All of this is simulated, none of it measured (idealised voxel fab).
This is a process module. Its name is voxel fin reveal.
FYI the section here is cut, 160 nm wide, cells are 5 nm squares.
Cross-sections here: square-cell grids, written as top-down lists of bands, a band being one or more rows of cells.
Read a band's entry like this: the first values are the height of its top and the height of its bottom in nm, and what follows is the sequence of materials from left to right, each with its width in nm. Note that "empty" is empty space, and that a single material marked "throughout" reaches across the band from edge to edge.
Below 0: as-received wafer, all one material; heights counted from there. Lowest band: no bottom, goes on down, written "top 0, no bottom".
So if you see something like "30->40" for the width, read it as the top row of the band sitting at the first number and the bottom row at the second, with every row in between moving by the same amount as the last.
Where the words "remains unaltered" appear for a step, the cross-section shows no cell changed by that step; every cell remained as before.
"Closed cavities" specifies each empty space that is not open to the top and that occupies no fewer than 8 cells, using the form width x height at distance, the distance measured from the left edge and all three quantities in nm.
Where a step's line continues beyond its settings, the continuation is a remark by the simulator itself on that step.
You can add "overlay nm" to a step's line. For a step with a mask, it describes how far the mask lay to the right of its planned position, and a negative number describes a lay to the left.

[Here's what the planned process steps look like]
1 op RECEIVE | material Si
2 op CONFORMAL_DEP | material SiN | thk nm 5
3 op MASKED_ETCH | tone cover | mask id FINS | width nm 15 | pitch nm 45 | etch materials SiN | depth nm 5 | overlay nm 0
4 op MASKED_ETCH | tone cover | mask id FINS | width nm 15 | pitch nm 45 | etch materials Si | depth nm 30 | overlay nm 0
5 op OXIDIZE | depth nm 5
6 op FILL_DEP | material SiO2 | thk nm 10
7 op CMP | height nm 5
8 op SELECTIVE_ETCH | etch materials SiO2 | depth nm 25
9 op STRIP | etch materials SiN
10 op CONFORMAL_DEP | material SiO2 | thk nm 5

[The cross-section here shows the wafer as received, i.e. in its state after step 1]
- top 0, no bottom  Si throughout
- Closed cavities: none

[Wafer cross-section at module end: first of two, run to plan]
- top 5, bottom 0  empty 50 nm  SiO2 15 nm  empty 30 nm  SiO2 15 nm  empty 50 nm
- top 0, bottom -15  empty 50 nm  SiO2 5 nm  Si 5 nm  SiO2 5 nm  empty 30 nm  SiO2 5 nm  Si 5 nm  SiO2 5 nm  empty 50 nm
- top -15, bottom -35  SiO2 55 nm  Si 5 nm  SiO2 40 nm  Si 5 nm  SiO2 55 nm
- top -35, no bottom  Si throughout
- Closed cavities: none

[Second wafer through the module, sectioned at the end: same beginning and same plan as the first wafer, with one mistake in carrying it out]
- top 5, bottom 0  empty 50 nm  SiO2 15 nm  empty 30 nm  SiO2 15 nm  empty 50 nm
- top 0, bottom -15  empty 50 nm  SiO2 5 nm  Si 5 nm  SiO2 5 nm  empty 30 nm  SiO2 5 nm  Si 5 nm  SiO2 5 nm  empty 50 nm
- top -15, bottom -20  SiO2 30 nm  empty 20 nm  SiO2 5 nm  Si 5 nm  SiO2 5 nm  empty 30 nm  SiO2 5 nm  Si 5 nm  SiO2 5 nm  empty 20 nm  SiO2 30 nm
- top -20, bottom -35  SiO2 55 nm  Si 5 nm  SiO2 40 nm  Si 5 nm  SiO2 55 nm
- top -35, no bottom  Si throughout
- Closed cavities: none
Plan not followed: the intended sequence of steps 8 and 9 was reversed during processing, with each occupying the position of the other
Final comparison by cell count, materials where the second wafer has more or fewer than the first: SiO2: 14 fewer
